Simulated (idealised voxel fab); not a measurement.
The process module that follows is named voxel double patterning.
cross-section cut | 175 nm wide | cells 5 nm
In this document a cross-section is written as a grid of square cells. It is given as a series of bands, listed from the top down, and a band is one or more rows of cells.
Within each band entry, the heights of the top and of the bottom of the band appear first, in that order and in nm; the materials of the band then follow from left to right, each with its corresponding width in nm. The designation "full width" on a single material indicates that it fills the band from edge to edge; the designation "empty" indicates empty space.
Basically, 0 is our baseline, since under it the wafer straight out of the box is all one material. The bottom band has no lower end and keeps on going down, so it looks like "0 and below".
Note: "30 to 40" means the width goes from the first number (top row of the band) to the second number (bottom row) in equal steps per row of cells.
"nothing was modified" -> step changed no cross-section cell.
You'll see "Enclosed void list" listing empty spaces that have no way open to the top, as long as they're 8 cells or more; the notation is width x height at distance, where the distance is from the left edge, and all of it is in nm.
It should be noted that, on the line of a given step, the content following the step's settings is a remark produced by the simulator itself with respect to that step.
The line of a step may include "overlay nm". On a step with a mask, this value is how far to the right of its planned place the mask lay. A negative value means the mask lay to the left.
## So here's the lineup of process steps we planned
1 RECEIVE [material Si]
2 CONFORMAL_DEP [material SiO2] [thk nm 10]
3 DIRECTIONAL_DEP [material TiN] [thk nm 10]
4 DIRECTIONAL_DEP [material SiCN] [thk nm 5]
5 PATTERN [tone open] [mask id FIRST] [material resist] [width nm 15] [pitch nm 50] [thk nm 15] [overlay nm 0]
6 DIRECTIONAL_ETCH [etch materials SiCN] [depth nm 5]
7 STRIP [etch materials resist]
8 PATTERN [tone open] [mask id SECOND] [material resist] [width nm 15] [thk nm 15] [overlay nm 0]
9 DIRECTIONAL_ETCH [etch materials SiCN] [depth nm 5]
10 STRIP [etch materials resist]
11 DIRECTIONAL_ETCH [etch materials TiN] [depth nm 20]
12 STRIP [etch materials SiCN]
For clarity, it should be stated that the wafers under discussion commence in an identical condition and differ with respect to the thk nm of step 3, the plan indicating the value that the first wafer had.
## First of several wafers (as received, post step 1), cross-sectional view
> 0 and below: Si full width
> Enclosed void list: none
## each wafer at the end: cells of each material gained (+) or lost (-) since it was received, then its closed voids
thk nm 10 | +70 SiO2 | +52 TiN | Enclosed void list: none
thk nm 15 | +70 SiO2 | +78 TiN | Enclosed void list: none
thk nm 20 | +70 SiO2 | +104 TiN | Enclosed void list: none
thk nm 25 | +70 SiO2 | +139 TiN | Enclosed void list: none
thk nm 30 | +70 SiO2 | +174 TiN | Enclosed void list: none
thk nm 35 | +70 SiO2 | +209 TiN | Enclosed void list: none
